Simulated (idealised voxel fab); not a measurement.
voxel fin reveal: a process module
The cross-section on display is named cut; it measures 215 nm wide, and its cells are 5 nm squares.
Throughout this document, each cross-section is represented as a grid of square cells and is presented as a sequence of bands enumerated from the top downward, where a band comprises one or more rows of cells. A band entry consists of two parts. The first gives the height of the band's top and the height of its bottom, in nm. The rest lists the band's materials from left to right, each with its width in nm. A single material labelled with the word "everywhere" fills the band from edge to edge, and the word "blank" marks empty space. Ref level 0: as-received wafer is one material below here. Bottom band extends down with no lower bound ("top 0, no bottom"). A width given as "30->40" starts at the first number in the band's top row and ends at the second number in its bottom row, shifting by an equal amount at every step from row to row. "remains unaltered" means the step left every cell of the cross-section as it was. Enclosed void entries: empty space of 8 cells or more with no open way to the top, each as width x height at its distance from the left edge, in nm. If you see something after the settings on a step's line, that's the simulator's own remark about that step. "overlay nm" answers the question of how far to the right of plan the mask lay on a step that has a mask, and when it is negative the answer is to the left.

## The process steps that were planned are listed below
- 1: op RECEIVE | material Si
- 2: op CONFORMAL_DEP | material SiN | thk nm 5
- 3: op PATTERN | tone cover | mask id FINS | material resist | width nm 15 | pitch nm 45 | thk nm 15 | overlay nm 0
- 4: op DIRECTIONAL_ETCH | etch materials SiN | depth nm 5
- 5: op DIRECTIONAL_ETCH | etch materials Si | depth nm 30
- 6: op STRIP | etch materials resist
- 7: op FILL_DEP | material SiO2 | thk nm 10
- 8: op CMP | height nm 5
- 9: op SELECTIVE_ETCH | etch materials SiO2 | depth nm 20
- 10: op STRIP | etch materials SiN

## Cross-section of the wafer as it came to us, i.e., already through step 1
top 0, no bottom = Si everywhere
Enclosed void entries: none

## Figure: cross-sectional view of the wafer upon completion of the module, processed from the initial state and according to the plan depicted above, with one error introduced during execution
top 0, bottom -15 = blank 75 nm  Si 15 nm  blank 30 nm  Si 15 nm  blank 80 nm
top -15, bottom -25 = SiO2 75 nm  Si 15 nm  SiO2 30 nm  Si 15 nm  SiO2 80 nm
top -25, no bottom = Si everywhere
Enclosed void entries: none
what went wrong: step 5 ran as: op DIRECTIONAL_ETCH | etch materials Si | depth nm 25
